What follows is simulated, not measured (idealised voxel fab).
The process module presented herein is designated voxel plated lines.
Cross-sectional view cut (width: 240 nm; square cell size: 5 nm).
Reading order for cross-sections: top band down to bottom band. Underlying form: a grid of square cells. Band size: one or more rows of cells. Look at the band entry: it leads with the top's height and the bottom's height in nm. Then it lists the materials left to right, with a width in nm for each. The word "throughout" on a single material says that material fills the band edge to edge. The word "air" is empty space. Where do heights start? At 0: under that level the wafer as delivered is made of one material only. And the lowest band has no floor; it just carries on downward, as in "top 0, no bottom". Width spec "30->40" -> top row of cells at first value, bottom row at second value, equal per-row change in between. No cell of the cross-section changed in a step that is given as "nothing was modified". Each empty space that has no open way to the top and spans at least 8 cells appears under "Closed internal voids" as width x height at distance, the distance counted from the left edge, all in nm. That trailing text on a step's line, after the settings, is the simulator's own remark on the step. overlay nm: where the mask lay relative to plan, measured to the right, on steps with a mask; negatives go left.
Process steps foreseen in the plan
1 RECEIVE with material Si
2 CONFORMAL_DEP with material Al2O3, thk nm 10
3 DIRECTIONAL_DEP with material TiN, thk nm 5
4 PATTERN with tone open, mask id LINES, material resist, width nm 30, pitch nm 60, thk nm 30, overlay nm 0
5 EPI with material Ru, thk nm 10
6 EPI with material Ru, thk nm 10
7 STRIP with etch materials resist
8 DIRECTIONAL_ETCH with etch materials TiN, depth nm 5
9 CONFORMAL_DEP with material SiN, thk nm 5
Incoming wafer, cross-sectional view, post step 1
- top 0, no bottom = Si throughout
- Closed internal voids: none
Result of the module, cross-sectioned: start per above, plan per above, one error in how it was run
- top 40, bottom 35 = 15 air  30 SiN  30 air  30 SiN  30 air  30 SiN  30 air  30 SiN  15 air
- top 35, bottom 15 = 15 air  5 SiN  20 Ru  5 SiN  30 air  5 SiN  20 Ru  5 SiN  30 air  5 SiN  20 Ru  5 SiN  30 air  5 SiN  20 Ru  5 SiN  15 air
- top 15, bottom 10 = 20 SiN  20 TiN  40 SiN  20 TiN  40 SiN  20 TiN  40 SiN  20 TiN  20 SiN
- top 10, bottom 0 = Al2O3 throughout
- top 0, no bottom = Si throughout
- Closed internal voids: none
In executing the process, a mistake was made relative to the plan: in deviation from the planned setting, step 4 was conducted as PATTERN with tone open, mask id LINES, material resist, width nm 20, pitch nm 60, thk nm 30, overlay nm 0
